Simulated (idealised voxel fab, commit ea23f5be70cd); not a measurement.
The document below concerns the process module designated voxel released beams.
Cross-section cut spans 195 nm and uses square cells 5 nm in size.
Cross-sections here: square-cell grids, written as top-down lists of bands, a band being one or more rows of cells. Band: top height; bottom height; in nm. Then, left to right: material with width in nm, for each material. "full width": a single material spanning edge to edge. "air": empty space. Heights are reckoned from 0. Under this level, the received wafer is all of one material. The bottommost band is open-ended downward, for example "0 nm and below". Note: "30 to 40" means the width goes from the first number (top row of the band) to the second number (bottom row) in equal steps per row of cells. The cross-section has no changed cell in any step marked "nothing got changed". You'll see "Closed void catalog" listing empty spaces that have no way open to the top, as long as they're 8 cells or more; the notation is width x height at distance, where the distance is from the left edge, and all of it is in nm. That trailing text on a step's line, after the settings, is the simulator's own remark on the step. "overlay nm" denotes, for a step that has a mask, the displacement of the mask to the right of its planned place, with negative values corresponding to the left.
Process steps foreseen in the plan:
- 1: op RECEIVE | material Si
- 2: op CONFORMAL_DEP | material SiN | thk nm 10
- 3: op DIRECTIONAL_DEP | material SiO2 | thk nm 20
- 4: op MASKED_ETCH | tone open | mask id ANCHOR | width nm 45 | etch materials SiO2 | depth nm 20 | overlay nm 0
- 5: op CONFORMAL_DEP | material TiN | thk nm 15
- 6: op PATTERN | tone cover | mask id BEAM | material resist | width nm 125 | thk nm 15 | overlay nm 0
- 7: op DIRECTIONAL_ETCH | etch materials TiN | depth nm 15
- 8: op STRIP | etch materials resist
- 9: op STRIP | etch materials SiO2
Run as planned: first of two wafers:
Cross-section of the wafer as it came to us, i.e., already through step 1:
* 0 nm and below  Si full width
* Closed void catalog: none
Cross-section through the wafer, step 2 finished:
* 10 nm to 0 nm  SiN full width
* Beneath the level 0, the cross-section is identical to its previous state.
Cross-section through the wafer, step 3 finished:
* 30 nm to 10 nm  SiO2 full width
* Beneath the level 10, the cross-section is identical to its previous state.
Cross-section through the wafer, step 4 finished:
* 30 nm to 10 nm  35 nm SiO2  45 nm air  115 nm SiO2
* Beneath the level 10, the cross-section is identical to its previous state.
Cross-section through the wafer, step 5 finished:
* 45 nm to 30 nm  50 nm TiN  15 nm air  130 nm TiN
* 30 nm to 25 nm  35 nm SiO2  15 nm TiN  15 nm air  15 nm TiN  115 nm SiO2
* 25 nm to 10 nm  35 nm SiO2  45 nm TiN  115 nm SiO2
* Beneath the level 10, the cross-section is identical to its previous state.
Cross-section through the wafer, step 6 finished:
* 60 nm to 45 nm  30 nm air  125 nm resist  40 nm air
* 45 nm to 30 nm  50 nm TiN  15 nm resist  130 nm TiN
* 30 nm to 25 nm  35 nm SiO2  15 nm TiN  15 nm resist  15 nm TiN  115 nm SiO2
* Beneath the level 25, the cross-section is identical to its previous state.
Cross-section through the wafer, step 7 finished:
* 60 nm to 45 nm  30 nm air  125 nm resist  40 nm air
* 45 nm to 30 nm  30 nm air  20 nm TiN  15 nm resist  90 nm TiN  40 nm air
* Beneath the level 30, the cross-section is identical to its previous state.
Cross-section through the wafer, step 8 finished:
* 45 nm to 30 nm  30 nm air  20 nm TiN  15 nm air  90 nm TiN  40 nm air
* 30 nm to 25 nm  35 nm SiO2  15 nm TiN  15 nm air  15 nm TiN  115 nm SiO2
* Beneath the level 25, the cross-section is identical to its previous state.
Cross-section through the wafer, step 9 finished:
* 45 nm to 30 nm  30 nm air  20 nm TiN  15 nm air  90 nm TiN  40 nm air
* 30 nm to 25 nm  35 nm air  15 nm TiN  15 nm air  15 nm TiN  115 nm air
* 25 nm to 10 nm  35 nm air  45 nm TiN  115 nm air
* Beneath the level 10, the cross-section is identical to its previous state.
Second wafer: same start and same plan as the first, one execution error; identical to the first through step 6:
Cross-section of the second wafer at the time by which step 7 should have been completed according to the plan:
* 60 nm to 45 nm  30 nm air  125 nm resist  40 nm air
* 45 nm to 40 nm  30 nm air  20 nm TiN  15 nm resist  90 nm TiN  40 nm air
* Beneath the level 40, the cross-section is identical to its previous state.
Cross-section of the second wafer at the time by which step 8 should have been completed according to the plan:
* 45 nm to 40 nm  30 nm air  20 nm TiN  15 nm air  90 nm TiN  40 nm air
* 40 nm to 30 nm  50 nm TiN  15 nm air  130 nm TiN
* 30 nm to 25 nm  35 nm SiO2  15 nm TiN  15 nm air  15 nm TiN  115 nm SiO2
* Beneath the level 25, the cross-section is identical to its previous state.
Cross-section of the second wafer at the time by which step 9 should have been completed according to the plan: nothing got changed
Want to know what went wrong? step 7 was processed under conditions differing from the plan, specifically as op DIRECTIONAL_ETCH | etch materials TiN | depth nm 5
The second wafer ends with more or fewer cells of some materials than the first, per final count: 120 more of SiO2 | 28 more of TiN
